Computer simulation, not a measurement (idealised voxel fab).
The process module that follows is named voxel trench capacitor.
Displayed cross-section: cut, width of 140 nm, square cells sized 5 nm.
Square cells in a grid make up a cross-section in this document, and the grid is given as bands, listed from the top down, each one or more rows of cells. The band entry comprises the height of the band's top followed by the height of its bottom, expressed in nm, and subsequently the band's materials from left to right, each stated together with its width in nm. Where a single material is marked with the word "edge to edge", that material fills the band from edge to edge. The word "blank" represents empty space. Heights are reckoned from 0. Under this level, the received wafer is all of one material. The bottommost band is open-ended downward, for example "0 -> down". So if you see something like "30 to 40" for the width, read it as the top row of the band sitting at the first number and the bottom row at the second, with every row in between moving by the same amount as the last. Step note "stayed the same" = no cross-section cell changed. "Fully sealed cavities" means: voids of 8 cells or more that are shut off from the top with no open way through. Written width x height at distance, distance from the left edge, in nm. Post-settings text on a step line: simulator's own remark regarding the step. overlay nm: right-of-plan distance of the mask on a masked step; negative values mean left-of-plan. Each of the pairs that make up the rest of this document says: here is the cross-section before one process step, here is the cross-section after it, drawn only down to the lowest band that changed, and here, under the pair, is the step lying between them with its settings. Different pairs may come from different runs of this module on the same starting wafer, so a pair continues from the pair above it only where its entry headed "Pre-step view" says so.
Pre-step view
* 0 -> down = Si edge to edge
* Fully sealed cavities: none
Result of Step
* 10 -> 0 = SiN edge to edge
* below 0: unchanged
* Fully sealed cavities: none
What was done to get from the before section above to the after section? CONFORMAL_DEP: material SiN, thk nm 10
Pre-step view: the cross-section after the pair above
Result of Step
* 25 -> 10 = resist 40 nm; blank 20 nm; resist 20 nm; blank 20 nm; resist 40 nm
* below 10: unchanged
* Fully sealed cavities: none
What was done to get from the before section above to the after section? PATTERN: tone open, mask id TRENCH, material resist, width nm 20, pitch nm 40, thk nm 15, overlay nm 0
Pre-step view: the cross-section after the pair above
Result of Step
* 25 -> 10 = resist 40 nm; blank 20 nm; resist 20 nm; blank 20 nm; resist 40 nm
* 10 -> 0 = SiN 40 nm; blank 20 nm; SiN 20 nm; blank 20 nm; SiN 40 nm
* below 0: unchanged
* Fully sealed cavities: none
What was done to get from the before section above to the after section? DIRECTIONAL_ETCH: etch materials SiN, depth nm 10
Pre-step view: the cross-section after the pair above
Result of Step
* 25 -> 10 = resist 40 nm; blank 20 nm; resist 20 nm; blank 20 nm; resist 40 nm
* 10 -> 0 = SiN 40 nm; blank 20 nm; SiN 20 nm; blank 20 nm; SiN 40 nm
* 0 -> -25 = Si 40 nm; blank 20 nm; Si 20 nm; blank 20 nm; Si 40 nm
* below -25: unchanged
* Fully sealed cavities: none
What was done to get from the before section above to the after section? DIRECTIONAL_ETCH: etch materials Si, depth nm 25
Pre-step view: the cross-section after the pair above
Result of Step
* 10 -> 0 = SiN 40 nm; blank 20 nm; SiN 20 nm; blank 20 nm; SiN 40 nm
* below 0: unchanged
* Fully sealed cavities: none
What was done to get from the before section above to the after section? STRIP: etch materials resist
Pre-step view: the cross-section after the pair above
Result of Step
* 15 -> 10 = SiO2 45 nm; blank 10 nm; SiO2 30 nm; blank 10 nm; SiO2 45 nm
* 10 -> 0 = SiN 40 nm; SiO2 5 nm; blank 10 nm; SiO2 5 nm; SiN 20 nm; SiO2 5 nm; blank 10 nm; SiO2 5 nm; SiN 40 nm
* 0 -> -20 = Si 40 nm; SiO2 5 nm; blank 10 nm; SiO2 5 nm; Si 20 nm; SiO2 5 nm; blank 10 nm; SiO2 5 nm; Si 40 nm
* -20 -> -25 = Si 40 nm; SiO2 20 nm; Si 20 nm; SiO2 20 nm; Si 40 nm
* below -25: unchanged
* Fully sealed cavities: none
What was done to get from the before section above to the after section? CONFORMAL_DEP: material SiO2, thk nm 5
Pre-step view: the cross-section after the pair above
Result of Step
* 25 -> 15 = polySi edge to edge
* 15 -> 10 = SiO2 45 nm; polySi 10 nm; SiO2 30 nm; polySi 10 nm; SiO2 45 nm
* 10 -> 0 = SiN 40 nm; SiO2 5 nm; polySi 10 nm; SiO2 5 nm; SiN 20 nm; SiO2 5 nm; polySi 10 nm; SiO2 5 nm; SiN 40 nm
* 0 -> -20 = Si 40 nm; SiO2 5 nm; polySi 10 nm; SiO2 5 nm; Si 20 nm; SiO2 5 nm; polySi 10 nm; SiO2 5 nm; Si 40 nm
* below -20: unchanged
* Fully sealed cavities: none
What was done to get from the before section above to the after section? FILL_DEP: material polySi, thk nm 10
Pre-step view: the cross-section after the pair above
Result of Step
* 10 -> 0 = SiN 40 nm; SiO2 5 nm; polySi 10 nm; SiO2 5 nm; SiN 20 nm; SiO2 5 nm; polySi 10 nm; SiO2 5 nm; SiN 40 nm
* below 0: unchanged
* Fully sealed cavities: none
What was done to get from the before section above to the after section? CMP: height nm 10
Pre-step view
* 25 -> 10 = resist 40 nm; blank 20 nm; resist 20 nm; blank 20 nm; resist 40 nm
* 10 -> 0 = SiN 40 nm; blank 20 nm; SiN 20 nm; blank 20 nm; SiN 40 nm
* 0 -> -25 = Si 40 nm; blank 20 nm; Si 20 nm; blank 20 nm; Si 40 nm
* -25 -> down = Si edge to edge
* Fully sealed cavities: none
Result of Step
* 25 -> 10 = resist 40 nm; blank 20 nm; resist 20 nm; blank 20 nm; resist 40 nm
* 10 -> 0 = SiN 40 nm; blank 20 nm; SiN 20 nm; blank 20 nm; SiN 40 nm
* 0 -> -50 = Si 40 nm; blank 20 nm; Si 20 nm; blank 20 nm; Si 40 nm
* below -50: unchanged
* Fully sealed cavities: none
What was done to get from the before section above to the after section? DIRECTIONAL_ETCH: etch materials Si, depth nm 25
Pre-step view: the cross-section after the pair above
Result of Step
* 10 -> 0 = SiN 40 nm; blank 20 nm; SiN 20 nm; blank 20 nm; SiN 40 nm
* below 0: unchanged
* Fully sealed cavities: none
What was done to get from the before section above to the after section? STRIP: etch materials resist
Pre-step view: the cross-section after the pair above
Result of Step
* 15 -> 10 = SiO2 45 nm; blank 10 nm; SiO2 30 nm; blank 10 nm; SiO2 45 nm
* 10 -> 0 = SiN 40 nm; SiO2 5 nm; blank 10 nm; SiO2 5 nm; SiN 20 nm; SiO2 5 nm; blank 10 nm; SiO2 5 nm; SiN 40 nm
* 0 -> -45 = Si 40 nm; SiO2 5 nm; blank 10 nm; SiO2 5 nm; Si 20 nm; SiO2 5 nm; blank 10 nm; SiO2 5 nm; Si 40 nm
* -45 -> -50 = Si 40 nm; SiO2 20 nm; Si 20 nm; SiO2 20 nm; Si 40 nm
* below -50: unchanged
* Fully sealed cavities: none
What was done to get from the before section above to the after section? CONFORMAL_DEP: material SiO2, thk nm 5
Pre-step view: the cross-section after the pair above
Result of Step
* 25 -> 15 = polySi edge to edge
* 15 -> 10 = SiO2 45 nm; polySi 10 nm; SiO2 30 nm; polySi 10 nm; SiO2 45 nm
* 10 -> 0 = SiN 40 nm; SiO2 5 nm; polySi 10 nm; SiO2 5 nm; SiN 20 nm; SiO2 5 nm; polySi 10 nm; SiO2 5 nm; SiN 40 nm
* 0 -> -45 = Si 40 nm; SiO2 5 nm; polySi 10 nm; SiO2 5 nm; Si 20 nm; SiO2 5 nm; polySi 10 nm; SiO2 5 nm; Si 40 nm
* below -45: unchanged
* Fully sealed cavities: none
What was done to get from the before section above to the after section? FILL_DEP: material polySi, thk nm 10
Pre-step view: the cross-section after the pair above
Result of Step
* 10 -> 0 = SiN 40 nm; SiO2 5 nm; polySi 10 nm; SiO2 5 nm; SiN 20 nm; SiO2 5 nm; polySi 10 nm; SiO2 5 nm; SiN 40 nm
* below 0: unchanged
* Fully sealed cavities: none
What was done to get from the before section above to the after section? CMP: height nm 10
Pre-step view
* 25 -> 10 = resist 40 nm; blank 20 nm; resist 20 nm; blank 20 nm; resist 40 nm
* 10 -> 0 = SiN 40 nm; blank 20 nm; SiN 20 nm; blank 20 nm; SiN 40 nm
* 0 -> down = Si edge to edge
* Fully sealed cavities: none
Result of Step
* 10 -> 0 = SiN 40 nm; blank 20 nm; SiN 20 nm; blank 20 nm; SiN 40 nm
* below 0: unchanged
* Fully sealed cavities: none
What was done to get from the before section above to the after section? STRIP: etch materials resist
Pre-step view: the cross-section after the pair above
Result of Step
* 10 -> 0 = SiN 40 nm; blank 20 nm; SiN 20 nm; blank 20 nm; SiN 40 nm
* 0 -> -25 = Si 40 nm; blank 20 nm; Si 20 nm; blank 20 nm; Si 40 nm
* below -25: unchanged
* Fully sealed cavities: none
What was done to get from the before section above to the after section? DIRECTIONAL_ETCH: etch materials Si, depth nm 25
Pre-step view
* 25 -> 10 = resist 40 nm; blank 20 nm; resist 20 nm; blank 20 nm; resist 40 nm
* 10 -> 0 = SiN 40 nm; blank 20 nm; SiN 20 nm; blank 20 nm; SiN 40 nm
* 0 -> down = Si edge to edge
* Fully sealed cavities: none
Result of Step
* 25 -> 10 = resist 40 nm; blank 20 nm; resist 20 nm; blank 20 nm; resist 40 nm
* 10 -> 0 = SiN 40 nm; blank 20 nm; SiN 20 nm; blank 20 nm; SiN 40 nm
* 0 -> -15 = Si 40 nm; blank 20 nm; Si 20 nm; blank 20 nm; Si 40 nm
* below -15: unchanged
* Fully sealed cavities: none
What was done to get from the before section above to the after section? DIRECTIONAL_ETCH: etch materials Si, depth nm 15
Pre-step view: the cross-section after the pair above
Result of Step
* 10 -> 0 = SiN 40 nm; blank 20 nm; SiN 20 nm; blank 20 nm; SiN 40 nm
* below 0: unchanged
* Fully sealed cavities: none
What was done to get from the before section above to the after section? STRIP: etch materials resist
Pre-step view: the cross-section after the pair above
Result of Step
* 15 -> 10 = SiO2 45 nm; blank 10 nm; SiO2 30 nm; blank 10 nm; SiO2 45 nm
* 10 -> 0 = SiN 40 nm; SiO2 5 nm; blank 10 nm; SiO2 5 nm; SiN 20 nm; SiO2 5 nm; blank 10 nm; SiO2 5 nm; SiN 40 nm
* 0 -> -10 = Si 40 nm; SiO2 5 nm; blank 10 nm; SiO2 5 nm; Si 20 nm; SiO2 5 nm; blank 10 nm; SiO2 5 nm; Si 40 nm
* -10 -> -15 = Si 40 nm; SiO2 20 nm; Si 20 nm; SiO2 20 nm; Si 40 nm
* below -15: unchanged
* Fully sealed cavities: none
What was done to get from the before section above to the after section? CONFORMAL_DEP: material SiO2, thk nm 5
Pre-step view: the cross-section after the pair above
Result of Step
* 25 -> 15 = polySi edge to edge
* 15 -> 10 = SiO2 45 nm; polySi 10 nm; SiO2 30 nm; polySi 10 nm; SiO2 45 nm
* 10 -> 0 = SiN 40 nm; SiO2 5 nm; polySi 10 nm; SiO2 5 nm; SiN 20 nm; SiO2 5 nm; polySi 10 nm; SiO2 5 nm; SiN 40 nm
* 0 -> -10 = Si 40 nm; SiO2 5 nm; polySi 10 nm; SiO2 5 nm; Si 20 nm; SiO2 5 nm; polySi 10 nm; SiO2 5 nm; Si 40 nm
* below -10: unchanged
* Fully sealed cavities: none
What was done to get from the before section above to the after section? FILL_DEP: material polySi, thk nm 10
Pre-step view: the cross-section after the pair above
Result of Step
* 10 -> 0 = SiN 40 nm; SiO2 5 nm; polySi 10 nm; SiO2 5 nm; SiN 20 nm; SiO2 5 nm; polySi 10 nm; SiO2 5 nm; SiN 40 nm
* below 0: unchanged
* Fully sealed cavities: none
What was done to get from the before section above to the after section? CMP: height nm 10
Pre-step view
* 10 -> 0 = SiN edge to edge
* 0 -> down = Si edge to edge
* Fully sealed cavities: none
Result of Step
* 25 -> 10 = resist 40 nm; blank 25 nm; resist 15 nm; blank 25 nm; resist 35 nm
* below 10: unchanged
* Fully sealed cavities: none
What was done to get from the before section above to the after section? PATTERN: tone open, mask id TRENCH, material resist, width nm 25, pitch nm 40, thk nm 15, overlay nm 0
Pre-step view: the cross-section after the pair above
Result of Step
* 25 -> 10 = resist 40 nm; blank 25 nm; resist 15 nm; blank 25 nm; resist 35 nm
* 10 -> 0 = SiN 40 nm; blank 25 nm; SiN 15 nm; blank 25 nm; SiN 35 nm
* below 0: unchanged
* Fully sealed cavities: none
What was done to get from the before section above to the after section? DIRECTIONAL_ETCH: etch materials SiN, depth nm 10
Pre-step view: the cross-section after the pair above
Result of Step
* 25 -> 10 = resist 40 nm; blank 25 nm; resist 15 nm; blank 25 nm; resist 35 nm
* 10 -> 0 = SiN 40 nm; blank 25 nm; SiN 15 nm; blank 25 nm; SiN 35 nm
* 0 -> -25 = Si 40 nm; blank 25 nm; Si 15 nm; blank 25 nm; Si 35 nm
* below -25: unchanged
* Fully sealed cavities: none
What was done to get from the before section above to the after section? DIRECTIONAL_ETCH: etch materials Si, depth nm 25
Pre-step view: the cross-section after the pair above
Result of Step
* 10 -> 0 = SiN 40 nm; blank 25 nm; SiN 15 nm; blank 25 nm; SiN 35 nm
* below 0: unchanged
* Fully sealed cavities: none
What was done to get from the before section above to the after section? STRIP: etch materials resist
Pre-step view: the cross-section after the pair above
Result of Step
* 15 -> 10 = SiO2 45 nm; blank 15 nm; SiO2 25 nm; blank 15 nm; SiO2 40 nm
* 10 -> 0 = SiN 40 nm; SiO2 5 nm; blank 15 nm; SiO2 5 nm; SiN 15 nm; SiO2 5 nm; blank 15 nm; SiO2 5 nm; SiN 35 nm
* 0 -> -20 = Si 40 nm; SiO2 5 nm; blank 15 nm; SiO2 5 nm; Si 15 nm; SiO2 5 nm; blank 15 nm; SiO2 5 nm; Si 35 nm
* -20 -> -25 = Si 40 nm; SiO2 25 nm; Si 15 nm; SiO2 25 nm; Si 35 nm
* below -25: unchanged
* Fully sealed cavities: none
What was done to get from the before section above to the after section? CONFORMAL_DEP: material SiO2, thk nm 5
Pre-step view: the cross-section after the pair above
Result of Step
* 25 -> 15 = polySi edge to edge
* 15 -> 10 = SiO2 45 nm; polySi 15 nm; SiO2 25 nm; polySi 15 nm; SiO2 40 nm
* 10 -> 0 = SiN 40 nm; SiO2 5 nm; polySi 15 nm; SiO2 5 nm; SiN 15 nm; SiO2 5 nm; polySi 15 nm; SiO2 5 nm; SiN 35 nm
* 0 -> -20 = Si 40 nm; SiO2 5 nm; polySi 15 nm; SiO2 5 nm; Si 15 nm; SiO2 5 nm; polySi 15 nm; SiO2 5 nm; Si 35 nm
* below -20: unchanged
* Fully sealed cavities: none
What was done to get from the before section above to the after section? FILL_DEP: material polySi, thk nm 10
Pre-step view: the cross-section after the pair above
Result of Step
* 10 -> 0 = SiN 40 nm; SiO2 5 nm; polySi 15 nm; SiO2 5 nm; SiN 15 nm; SiO2 5 nm; polySi 15 nm; SiO2 5 nm; SiN 35 nm
* below 0: unchanged
* Fully sealed cavities: none
What was done to get from the before section above to the after section? CMP: height nm 10
Pre-step view
* 10 -> 0 = SiN edge to edge
* 0 -> down = Si edge to edge
* Fully sealed cavities: none
Result of Step
* 25 -> 10 = resist 50 nm; blank 20 nm; resist 20 nm; blank 20 nm; resist 30 nm
* below 10: unchanged
* Fully sealed cavities: none
What was done to get from the before section above to the after section? PATTERN: tone open, mask id TRENCH, material resist, width nm 20, pitch nm 40, thk nm 15, overlay nm 10
Pre-step view: the cross-section after the pair above
Result of Step
* 25 -> 10 = resist 50 nm; blank 20 nm; resist 20 nm; blank 20 nm; resist 30 nm
* 10 -> 0 = SiN 50 nm; blank 20 nm; SiN 20 nm; blank 20 nm; SiN 30 nm
* below 0: unchanged
* Fully sealed cavities: none
What was done to get from the before section above to the after section? DIRECTIONAL_ETCH: etch materials SiN, depth nm 10
Pre-step view: the cross-section after the pair above
Result of Step
* 25 -> 10 = resist 50 nm; blank 20 nm; resist 20 nm; blank 20 nm; resist 30 nm
* 10 -> 0 = SiN 50 nm; blank 20 nm; SiN 20 nm; blank 20 nm; SiN 30 nm
* 0 -> -25 = Si 50 nm; blank 20 nm; Si 20 nm; blank 20 nm; Si 30 nm
* below -25: unchanged
* Fully sealed cavities: none
What was done to get from the before section above to the after section? DIRECTIONAL_ETCH: etch materials Si, depth nm 25
Pre-step view: the cross-section after the pair above
Result of Step
* 10 -> 0 = SiN 50 nm; blank 20 nm; SiN 20 nm; blank 20 nm; SiN 30 nm
* below 0: unchanged
* Fully sealed cavities: none
What was done to get from the before section above to the after section? STRIP: etch materials resist
Pre-step view: the cross-section after the pair above
Result of Step
* 15 -> 10 = SiO2 55 nm; blank 10 nm; SiO2 30 nm; blank 10 nm; SiO2 35 nm
* 10 -> 0 = SiN 50 nm; SiO2 5 nm; blank 10 nm; SiO2 5 nm; SiN 20 nm; SiO2 5 nm; blank 10 nm; SiO2 5 nm; SiN 30 nm
* 0 -> -20 = Si 50 nm; SiO2 5 nm; blank 10 nm; SiO2 5 nm; Si 20 nm; SiO2 5 nm; blank 10 nm; SiO2 5 nm; Si 30 nm
* -20 -> -25 = Si 50 nm; SiO2 20 nm; Si 20 nm; SiO2 20 nm; Si 30 nm
* below -25: unchanged
* Fully sealed cavities: none
What was done to get from the before section above to the after section? CONFORMAL_DEP: material SiO2, thk nm 5
Pre-step view: the cross-section after the pair above
Result of Step
* 25 -> 15 = polySi edge to edge
* 15 -> 10 = SiO2 55 nm; polySi 10 nm; SiO2 30 nm; polySi 10 nm; SiO2 35 nm
* 10 -> 0 = SiN 50 nm; SiO2 5 nm; polySi 10 nm; SiO2 5 nm; SiN 20 nm; SiO2 5 nm; polySi 10 nm; SiO2 5 nm; SiN 30 nm
* 0 -> -20 = Si 50 nm; SiO2 5 nm; polySi 10 nm; SiO2 5 nm; Si 20 nm; SiO2 5 nm; polySi 10 nm; SiO2 5 nm; Si 30 nm
* below -20: unchanged
* Fully sealed cavities: none
What was done to get from the before section above to the after section? FILL_DEP: material polySi, thk nm 10
Pre-step view: the cross-section after the pair above
Result of Step
* 10 -> 0 = SiN 50 nm; SiO2 5 nm; polySi 10 nm; SiO2 5 nm; SiN 20 nm; SiO2 5 nm; polySi 10 nm; SiO2 5 nm; SiN 30 nm
* below 0: unchanged
* Fully sealed cavities: none
What was done to get from the before section above to the after section? CMP: height nm 10
Pre-step view
* 15 -> 10 = SiO2 45 nm; blank 10 nm; SiO2 30 nm; blank 10 nm; SiO2 45 nm
* 10 -> 0 = SiN 40 nm; SiO2 5 nm; blank 10 nm; SiO2 5 nm; SiN 20 nm; SiO2 5 nm; blank 10 nm; SiO2 5 nm; SiN 40 nm
* 0 -> -20 = Si 40 nm; SiO2 5 nm; blank 10 nm; SiO2 5 nm; Si 20 nm; SiO2 5 nm; blank 10 nm; SiO2 5 nm; Si 40 nm
* -20 -> -25 = Si 40 nm; SiO2 20 nm; Si 20 nm; SiO2 20 nm; Si 40 nm
* -25 -> down = Si edge to edge
* Fully sealed cavities: none
Result of Step
* 25 -> 15 = SiN edge to edge
* 15 -> 10 = SiO2 45 nm; SiN 10 nm; SiO2 30 nm; SiN 10 nm; SiO2 45 nm
* 10 -> 0 = SiN 40 nm; SiO2 5 nm; SiN 10 nm; SiO2 5 nm; SiN 20 nm; SiO2 5 nm; SiN 10 nm; SiO2 5 nm; SiN 40 nm
* 0 -> -20 = Si 40 nm; SiO2 5 nm; SiN 10 nm; SiO2 5 nm; Si 20 nm; SiO2 5 nm; SiN 10 nm; SiO2 5 nm; Si 40 nm
* below -20: unchanged
* Fully sealed cavities: none
What was done to get from the before section above to the after section? FILL_DEP: material SiN, thk nm 10
Pre-step view: the cross-section after the pair above
Result of Step
* 10 -> 0 = SiN 40 nm; SiO2 5 nm; SiN 10 nm; SiO2 5 nm; SiN 20 nm; SiO2 5 nm; SiN 10 nm; SiO2 5 nm; SiN 40 nm
* below 0: unchanged
* Fully sealed cavities: none
What was done to get from the before section above to the after section? CMP: height nm 10
Pre-step view
* 10 -> 0 = SiN edge to edge
* 0 -> down = Si edge to edge
* Fully sealed cavities: none
Result of Step
* 25 -> 10 = blank 40 nm; resist 20 nm; blank 20 nm; resist 20 nm; blank 40 nm
* below 10: unchanged
* Fully sealed cavities: none
What was done to get from the before section above to the after section? PATTERN: tone cover, mask id TRENCH, material resist, width nm 20, pitch nm 40, thk nm 15, overlay nm 0
Pre-step view: the cross-section after the pair above
Result of Step
* 25 -> 10 = blank 40 nm; resist 20 nm; blank 20 nm; resist 20 nm; blank 40 nm
* 10 -> 0 = blank 40 nm; SiN 20 nm; blank 20 nm; SiN 20 nm; blank 40 nm
* below 0: unchanged
* Fully sealed cavities: none
What was done to get from the before section above to the after section? DIRECTIONAL_ETCH: etch materials SiN, depth nm 10
Pre-step view: the cross-section after the pair above
Result of Step
* 25 -> 10 = blank 40 nm; resist 20 nm; blank 20 nm; resist 20 nm; blank 40 nm
* 10 -> 0 = blank 40 nm; SiN 20 nm; blank 20 nm; SiN 20 nm; blank 40 nm
* 0 -> -25 = blank 40 nm; Si 20 nm; blank 20 nm; Si 20 nm; blank 40 nm
* below -25: unchanged
* Fully sealed cavities: none
What was done to get from the before section above to the after section? DIRECTIONAL_ETCH: etch materials Si, depth nm 25
Pre-step view: the cross-section after the pair above
Result of Step
* 10 -> 0 = blank 40 nm; SiN 20 nm; blank 20 nm; SiN 20 nm; blank 40 nm
* below 0: unchanged
* Fully sealed cavities: none
What was done to get from the before section above to the after section? STRIP: etch materials resist
Pre-step view: the cross-section after the pair above
Result of Step
* 15 -> 10 = blank 35 nm; SiO2 30 nm; blank 10 nm; SiO2 30 nm; blank 35 nm
* 10 -> 0 = blank 35 nm; SiO2 5 nm; SiN 20 nm; SiO2 5 nm; blank 10 nm; SiO2 5 nm; SiN 20 nm; SiO2 5 nm; blank 35 nm
* 0 -> -20 = blank 35 nm; SiO2 5 nm; Si 20 nm; SiO2 5 nm; blank 10 nm; SiO2 5 nm; Si 20 nm; SiO2 5 nm; blank 35 nm
* -20 -> -25 = SiO2 40 nm; Si 20 nm; SiO2 20 nm; Si 20 nm; SiO2 40 nm
* below -25: unchanged
* Fully sealed cavities: none
What was done to get from the before section above to the after section? CONFORMAL_DEP: material SiO2, thk nm 5
Pre-step view: the cross-section after the pair above
Result of Step
* 25 -> 15 = polySi edge to edge
* 15 -> 10 = polySi 35 nm; SiO2 30 nm; polySi 10 nm; SiO2 30 nm; polySi 35 nm
* 10 -> 0 = polySi 35 nm; SiO2 5 nm; SiN 20 nm; SiO2 5 nm; polySi 10 nm; SiO2 5 nm; SiN 20 nm; SiO2 5 nm; polySi 35 nm
* 0 -> -20 = polySi 35 nm; SiO2 5 nm; Si 20 nm; SiO2 5 nm; polySi 10 nm; SiO2 5 nm; Si 20 nm; SiO2 5 nm; polySi 35 nm
* below -20: unchanged
* Fully sealed cavities: none
What was done to get from the before section above to the after section? FILL_DEP: material polySi, thk nm 10
Pre-step view: the cross-section after the pair above
Result of Step
* 10 -> 0 = polySi 35 nm; SiO2 5 nm; SiN 20 nm; SiO2 5 nm; polySi 10 nm; SiO2 5 nm; SiN 20 nm; SiO2 5 nm; polySi 35 nm
* below 0: unchanged
* Fully sealed cavities: none
What was done to get from the before section above to the after section? CMP: height nm 10
